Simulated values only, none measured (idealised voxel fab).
Process module name: voxel self aligned contacts
The cross-section on display is named cut; it measures 265 nm wide, and its cells are 5 nm squares.
Cross-section spec: square-cell grid; bands listed top down; each band is one or more rows. Basically the band line says how high the top is and how high the bottom is, in nm, and then what's in it from left to right, every material with its width in nm. Empty space shows up as "blank", and if a single material carries "full width" it runs the full band edge to edge. It should be noted that heights are counted from 0, beneath which the wafer as supplied is of one material throughout, and that the lowest band possesses no lower boundary but continues downward, as written in "0 -> down". The width entry "30->40" should be interpreted row by row: the top row of cells in the band takes the first number, the bottom row takes the second number, and the change between adjacent rows is uniform throughout. When a step is marked "nothing got changed", none of the cells in the cross-section changed during that step. "Unvented cavities" lists enclosed empty spaces (at least 8 cells, no open path upward to the top), each as width x height at distance from the left edge, in nm. Text after the settings on a step's line: the simulator's own remark on that step. Steps that use a mask can have "overlay nm" on their line. It says how far the mask sat to the right of where it was meant to be. Negative means to the left.
Planned process steps
1) RECEIVE | material Si
2) CONFORMAL_DEP | material SiO2 | thk nm 5
3) DIRECTIONAL_DEP | material polySi | thk nm 30
4) DIRECTIONAL_DEP | material SiN | thk nm 15
5) DIRECTIONAL_DEP | material aC | thk nm 15
6) PATTERN | tone cover | mask id GATE | material resist | width nm 25 | pitch nm 50 | thk nm 30 | overlay nm 0
7) DIRECTIONAL_ETCH | etch materials aC | depth nm 15
8) STRIP | etch materials resist
9) DIRECTIONAL_ETCH | etch materials SiN | depth nm 15
10) DIRECTIONAL_ETCH | etch materials polySi | depth nm 30
11) STRIP | etch materials aC
12) CONFORMAL_DEP | material SiN | thk nm 5
13) DIRECTIONAL_ETCH | etch materials SiN | depth nm 5
14) FILL_DEP | material SiO2 | thk nm 15
15) CMP | height nm 55
16) DIRECTIONAL_DEP | material aC | thk nm 10
17) PATTERN | tone open | mask id CONTACT | material resist | width nm 35 | thk nm 30 | overlay nm 0
18) DIRECTIONAL_ETCH | etch materials aC | depth nm 10
19) STRIP | etch materials resist
20) DIRECTIONAL_ETCH | etch materials SiO2 | depth nm 55
21) STRIP | etch materials aC
22) CONFORMAL_DEP | material TiN | thk nm 5
23) FILL_DEP | material W | thk nm 5
24) CMP | height nm 55
25) CONFORMAL_DEP | material SiN | thk nm 5
As-received state of the wafer in cross-section, equivalent to post-step 1
* 0 -> down: Si full width
* Unvented cavities: none
Post-module cross-section of the first of two wafers (run per plan)
* 60 -> 55: SiN full width
* 55 -> 50: SiO2: 115, then TiN: 15, then W: 5, then TiN: 15, then SiO2: 115
* 50 -> 35: SiO2: 90, then SiN: 35, then TiN: 5, then W: 5, then TiN: 5, then SiN: 35, then SiO2: 90
* 35 -> 5: SiO2: 90, then SiN: 5, then polySi: 25, then SiN: 5, then TiN: 5, then W: 5, then TiN: 5, then SiN: 5, then polySi: 25, then SiN: 5, then SiO2: 90
* 5 -> 0: SiO2: 125, then TiN: 15, then SiO2: 125
* 0 -> down: Si full width
* Unvented cavities: none
Cross-sectional view: second of two wafers, end of module; start and plan identical to the first, one mistake in running
* 60 -> 55: SiN full width
* 55 -> 50: SiO2: 90, then SiN: 35, then TiN: 5, then W: 5, then TiN: 5, then SiN: 35, then SiO2: 90
* 50 -> 45: SiO2: 90, then SiN: 35, then TiN: 15, then SiN: 35, then SiO2: 90
* 45 -> 35: SiN full width
* 35 -> 5: polySi full width
* 5 -> 0: SiO2 full width
* 0 -> down: Si full width
* Unvented cavities: none
Error vs. plan: step 4 was run on a setting that differed from the plan, and what really ran there is DIRECTIONAL_DEP | material SiN | thk nm 25
Bottom line after processing is that, in cells, the second wafer is up or down on some materials versus the first: 68 more of SiN, 295 fewer of SiO2, 22 fewer of TiN, 9 fewer of W, 258 more of polySi
